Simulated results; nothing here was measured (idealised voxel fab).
The process module presented herein is designated voxel self aligned vias.
Each square cell in cross-section cut measures 5 nm, and the section as a whole is 265 nm wide.
Cross-section spec: square-cell grid; bands listed top down; each band is one or more rows.
Band: top height; bottom height; in nm. Then, left to right: material with width in nm, for each material. "edge to edge": a single material spanning edge to edge. "empty": empty space.
Heights are reckoned from 0. Under this level, the received wafer is all of one material. The bottommost band is open-ended downward, for example "0 nm and below".
The two numbers in a width such as "30..40" mark its ends across the band: the first belongs to the top row of cells, the second to the bottom row, and from each row to the next the width moves by the same amount.
Where a step carries "no change occurred", the cross-section came out of it unchanged, cell for cell.
If an empty space has no open way to the top and is at least 8 cells in size, "Completely sealed voids" lists it, written width x height at distance, where distance is measured from the left edge and every value is in nm.
The remark found on a step's line after its settings is issued by the simulator itself and pertains to that step.
The setting "overlay nm" may be written on the line of a step. When the step uses a mask, the value reports how far to the right of the planned place the mask lay, and a negative value reports that it lay to the left.

**Process steps foreseen in the plan**
- 1: RECEIVE,material Si
- 2: CONFORMAL_DEP,material SiO2,thk nm 10
- 3: CONFORMAL_DEP,material SiCN,thk nm 5
- 4: DIRECTIONAL_DEP,material SiO2,thk nm 25
- 5: MASKED_ETCH,tone open,mask id LINES,width nm 25,pitch nm 60,etch materials SiO2,depth nm 25,overlay nm 0
- 6: CONFORMAL_DEP,material TiN,thk nm 5
- 7: FILL_DEP,material W,thk nm 10
- 8: CMP,height nm 40
- 9: SELECTIVE_ETCH,etch materials W Ru TiN,depth nm 5
- 10: FILL_DEP,material SiN,thk nm 10
- 11: CMP,height nm 40
- 12: DIRECTIONAL_DEP,material SiO2,thk nm 20
- 13: PATTERN,tone open,mask id VIAS,material resist,width nm 35,pitch nm 120,thk nm 20,overlay nm 0
- 14: DIRECTIONAL_ETCH,etch materials SiO2,depth nm 20
- 15: DIRECTIONAL_ETCH,etch materials SiN,depth nm 5
- 16: STRIP,etch materials resist
- 17: CONFORMAL_DEP,material TiN,thk nm 5
- 18: FILL_DEP,material Ru,thk nm 5
- 19: CMP,height nm 60
- 20: CONFORMAL_DEP,material SiN,thk nm 5

**Run as planned: first of two wafers**

**As received (post step 1): cross-section**
> 0 nm and below | Si edge to edge
> Completely sealed voids: none

**Cross-section through the wafer, step 2 finished**
> 10 nm to 0 nm | SiO2 edge to edge
> Beneath the level 0, the cross-section is identical to its previous state.

**Cross-section through the wafer, step 3 finished**
> 15 nm to 10 nm | SiCN edge to edge
> Beneath the level 10, the cross-section is identical to its previous state.

**Cross-section through the wafer, step 4 finished**
> 40 nm to 15 nm | SiO2 edge to edge
> Beneath the level 15, the cross-section is identical to its previous state.

**Cross-section through the wafer, step 5 finished**
> 40 nm to 15 nm | 60 SiO2 | 25 empty | 35 SiO2 | 25 empty | 35 SiO2 | 25 empty | 60 SiO2
> Beneath the level 15, the cross-section is identical to its previous state.

**Cross-section through the wafer, step 6 finished**
> 45 nm to 40 nm | 65 TiN | 15 empty | 45 TiN | 15 empty | 45 TiN | 15 empty | 65 TiN
> 40 nm to 20 nm | 60 SiO2 | 5 TiN | 15 empty | 5 TiN | 35 SiO2 | 5 TiN | 15 empty | 5 TiN | 35 SiO2 | 5 TiN | 15 empty | 5 TiN | 60 SiO2
> 20 nm to 15 nm | 60 SiO2 | 25 TiN | 35 SiO2 | 25 TiN | 35 SiO2 | 25 TiN | 60 SiO2
> Beneath the level 15, the cross-section is identical to its previous state.

**Cross-section through the wafer, step 7 finished**
> 55 nm to 45 nm | W edge to edge
> 45 nm to 40 nm | 65 TiN | 15 W | 45 TiN | 15 W | 45 TiN | 15 W | 65 TiN
> 40 nm to 20 nm | 60 SiO2 | 5 TiN | 15 W | 5 TiN | 35 SiO2 | 5 TiN | 15 W | 5 TiN | 35 SiO2 | 5 TiN | 15 W | 5 TiN | 60 SiO2
> Beneath the level 20, the cross-section is identical to its previous state.

**Cross-section through the wafer, step 8 finished**
> 40 nm to 20 nm | 60 SiO2 | 5 TiN | 15 W | 5 TiN | 35 SiO2 | 5 TiN | 15 W | 5 TiN | 35 SiO2 | 5 TiN | 15 W | 5 TiN | 60 SiO2
> Beneath the level 20, the cross-section is identical to its previous state.

**Cross-section through the wafer, step 9 finished**
> 40 nm to 35 nm | 60 SiO2 | 25 empty | 35 SiO2 | 25 empty | 35 SiO2 | 25 empty | 60 SiO2
> Beneath the level 35, the cross-section is identical to its previous state.

**Cross-section through the wafer, step 10 finished**
> 50 nm to 40 nm | SiN edge to edge
> 40 nm to 35 nm | 60 SiO2 | 25 SiN | 35 SiO2 | 25 SiN | 35 SiO2 | 25 SiN | 60 SiO2
> Beneath the level 35, the cross-section is identical to its previous state.

**Cross-section through the wafer, step 11 finished**
> 40 nm to 35 nm | 60 SiO2 | 25 SiN | 35 SiO2 | 25 SiN | 35 SiO2 | 25 SiN | 60 SiO2
> Beneath the level 35, the cross-section is identical to its previous state.

**Cross-section through the wafer, step 12 finished**
> 60 nm to 40 nm | SiO2 edge to edge
> Beneath the level 40, the cross-section is identical to its previous state.

**Cross-section through the wafer, step 13 finished**
> 80 nm to 60 nm | 55 resist | 35 empty | 85 resist | 35 empty | 55 resist
> Beneath the level 60, the cross-section is identical to its previous state.

**Cross-section through the wafer, step 14 finished**
> 80 nm to 60 nm | 55 resist | 35 empty | 85 resist | 35 empty | 55 resist
> 60 nm to 40 nm | 55 SiO2 | 35 empty | 85 SiO2 | 35 empty | 55 SiO2
> Beneath the level 40, the cross-section is identical to its previous state.

**Cross-section through the wafer, step 15 finished**
> 80 nm to 60 nm | 55 resist | 35 empty | 85 resist | 35 empty | 55 resist
> 60 nm to 40 nm | 55 SiO2 | 35 empty | 85 SiO2 | 35 empty | 55 SiO2
> 40 nm to 35 nm | 60 SiO2 | 25 empty | 35 SiO2 | 25 SiN | 35 SiO2 | 25 empty | 60 SiO2
> Beneath the level 35, the cross-section is identical to its previous state.

**Cross-section through the wafer, step 16 finished**
> 60 nm to 40 nm | 55 SiO2 | 35 empty | 85 SiO2 | 35 empty | 55 SiO2
> Beneath the level 40, the cross-section is identical to its previous state.

**Cross-section through the wafer, step 17 finished**
> 65 nm to 60 nm | 60 TiN | 25 empty | 95 TiN | 25 empty | 60 TiN
> 60 nm to 45 nm | 55 SiO2 | 5 TiN | 25 empty | 5 TiN | 85 SiO2 | 5 TiN | 25 empty | 5 TiN | 55 SiO2
> 45 nm to 40 nm | 55 SiO2 | 10 TiN | 15 empty | 10 TiN | 85 SiO2 | 10 TiN | 15 empty | 10 TiN | 55 SiO2
> 40 nm to 35 nm | 60 SiO2 | 25 TiN | 35 SiO2 | 25 SiN | 35 SiO2 | 25 TiN | 60 SiO2
> Beneath the level 35, the cross-section is identical to its previous state.

**Cross-section through the wafer, step 18 finished**
> 70 nm to 65 nm | Ru edge to edge
> 65 nm to 60 nm | 60 TiN | 25 Ru | 95 TiN | 25 Ru | 60 TiN
> 60 nm to 45 nm | 55 SiO2 | 5 TiN | 25 Ru | 5 TiN | 85 SiO2 | 5 TiN | 25 Ru | 5 TiN | 55 SiO2
> 45 nm to 40 nm | 55 SiO2 | 10 TiN | 15 Ru | 10 TiN | 85 SiO2 | 10 TiN | 15 Ru | 10 TiN | 55 SiO2
> Beneath the level 40, the cross-section is identical to its previous state.

**Cross-section through the wafer, step 19 finished**
> 60 nm to 45 nm | 55 SiO2 | 5 TiN | 25 Ru | 5 TiN | 85 SiO2 | 5 TiN | 25 Ru | 5 TiN | 55 SiO2
> Beneath the level 45, the cross-section is identical to its previous state.

**Cross-section through the wafer, step 20 finished**
> 65 nm to 60 nm | SiN edge to edge
> Beneath the level 60, the cross-section is identical to its previous state.

**The second wafer began exactly as the first did and followed the same plan, but one mistake was made while running it; through step 1 inclusive, the two wafers are identical**

**What the second wafer looks like in cross-section when step 2 should have wrapped up**
> 5 nm to 0 nm | SiO2 edge to edge
> Beneath the level 0, the cross-section is identical to its previous state.

**What the second wafer looks like in cross-section when step 3 should have wrapped up**
> 10 nm to 5 nm | SiCN edge to edge
> Beneath the level 5, the cross-section is identical to its previous state.

**What the second wafer looks like in cross-section when step 4 should have wrapped up**
> 35 nm to 10 nm | SiO2 edge to edge
> Beneath the level 10, the cross-section is identical to its previous state.

**What the second wafer looks like in cross-section when step 5 should have wrapped up**
> 35 nm to 10 nm | 60 SiO2 | 25 empty | 35 SiO2 | 25 empty | 35 SiO2 | 25 empty | 60 SiO2
> Beneath the level 10, the cross-section is identical to its previous state.

**What the second wafer looks like in cross-section when step 6 should have wrapped up**
> 40 nm to 35 nm | 65 TiN | 15 empty | 45 TiN | 15 empty | 45 TiN | 15 empty | 65 TiN
> 35 nm to 15 nm | 60 SiO2 | 5 TiN | 15 empty | 5 TiN | 35 SiO2 | 5 TiN | 15 empty | 5 TiN | 35 SiO2 | 5 TiN | 15 empty | 5 TiN | 60 SiO2
> 15 nm to 10 nm | 60 SiO2 | 25 TiN | 35 SiO2 | 25 TiN | 35 SiO2 | 25 TiN | 60 SiO2
> Beneath the level 10, the cross-section is identical to its previous state.

**What the second wafer looks like in cross-section when step 7 should have wrapped up**
> 50 nm to 40 nm | W edge to edge
> 40 nm to 35 nm | 65 TiN | 15 W | 45 TiN | 15 W | 45 TiN | 15 W | 65 TiN
> 35 nm to 15 nm | 60 SiO2 | 5 TiN | 15 W | 5 TiN | 35 SiO2 | 5 TiN | 15 W | 5 TiN | 35 SiO2 | 5 TiN | 15 W | 5 TiN | 60 SiO2
> Beneath the level 15, the cross-section is identical to its previous state.

**What the second wafer looks like in cross-section when step 8 should have wrapped up**
> 40 nm to 35 nm | 65 TiN | 15 W | 45 TiN | 15 W | 45 TiN | 15 W | 65 TiN
> Beneath the level 35, the cross-section is identical to its previous state.

**What the second wafer looks like in cross-section when step 9 should have wrapped up**
> 35 nm to 15 nm | 60 SiO2 | 5 TiN | 15 W | 5 TiN | 35 SiO2 | 5 TiN | 15 W | 5 TiN | 35 SiO2 | 5 TiN | 15 W | 5 TiN | 60 SiO2
> Beneath the level 15, the cross-section is identical to its previous state.

**What the second wafer looks like in cross-section when step 10 should have wrapped up**
> 45 nm to 35 nm | SiN edge to edge
> Beneath the level 35, the cross-section is identical to its previous state.

**What the second wafer looks like in cross-section when step 11 should have wrapped up**
> 40 nm to 35 nm | SiN edge to edge
> Beneath the level 35, the cross-section is identical to its previous state.

**What the second wafer looks like in cross-section when step 12 should have wrapped up**
> 60 nm to 40 nm | SiO2 edge to edge
> Beneath the level 40, the cross-section is identical to its previous state.

**What the second wafer looks like in cross-section when step 13 should have wrapped up**
> 80 nm to 60 nm | 55 resist | 35 empty | 85 resist | 35 empty | 55 resist
> Beneath the level 60, the cross-section is identical to its previous state.

**What the second wafer looks like in cross-section when step 14 should have wrapped up**
> 80 nm to 60 nm | 55 resist | 35 empty | 85 resist | 35 empty | 55 resist
> 60 nm to 40 nm | 55 SiO2 | 35 empty | 85 SiO2 | 35 empty | 55 SiO2
> Beneath the level 40, the cross-section is identical to its previous state.

**What the second wafer looks like in cross-section when step 15 should have wrapped up**
> 80 nm to 60 nm | 55 resist | 35 empty | 85 resist | 35 empty | 55 resist
> 60 nm to 40 nm | 55 SiO2 | 35 empty | 85 SiO2 | 35 empty | 55 SiO2
> 40 nm to 35 nm | 55 SiN | 35 empty | 85 SiN | 35 empty | 55 SiN
> Beneath the level 35, the cross-section is identical to its previous state.

**What the second wafer looks like in cross-section when step 16 should have wrapped up**
> 60 nm to 40 nm | 55 SiO2 | 35 empty | 85 SiO2 | 35 empty | 55 SiO2
> Beneath the level 40, the cross-section is identical to its previous state.

**What the second wafer looks like in cross-section when step 17 should have wrapped up**
> 65 nm to 60 nm | 60 TiN | 25 empty | 95 TiN | 25 empty | 60 TiN
> 60 nm to 40 nm | 55 SiO2 | 5 TiN | 25 empty | 5 TiN | 85 SiO2 | 5 TiN | 25 empty | 5 TiN | 55 SiO2
> 40 nm to 35 nm | 55 SiN | 35 TiN | 85 SiN | 35 TiN | 55 SiN
> Beneath the level 35, the cross-section is identical to its previous state.

**What the second wafer looks like in cross-section when step 18 should have wrapped up**
> 70 nm to 65 nm | Ru edge to edge
> 65 nm to 60 nm | 60 TiN | 25 Ru | 95 TiN | 25 Ru | 60 TiN
> 60 nm to 40 nm | 55 SiO2 | 5 TiN | 25 Ru | 5 TiN | 85 SiO2 | 5 TiN | 25 Ru | 5 TiN | 55 SiO2
> Beneath the level 40, the cross-section is identical to its previous state.

**What the second wafer looks like in cross-section when step 19 should have wrapped up**
> 60 nm to 40 nm | 55 SiO2 | 5 TiN | 25 Ru | 5 TiN | 85 SiO2 | 5 TiN | 25 Ru | 5 TiN | 55 SiO2
> Beneath the level 40, the cross-section is identical to its previous state.

**What the second wafer looks like in cross-section when step 20 should have wrapped up**
> 65 nm to 60 nm | SiN edge to edge
> Beneath the level 60, the cross-section is identical to its previous state.
Plan not followed: so step 2 ended up running with a different setting than we planned, it ran as CONFORMAL_DEP,material SiO2,thk nm 5
Looking at both finished wafers in cells, the second ends up ahead of or behind the first on some materials: 4 more of Ru | 34 more of SiN | 53 fewer of SiO2 | 6 more of TiN | 9 more of W
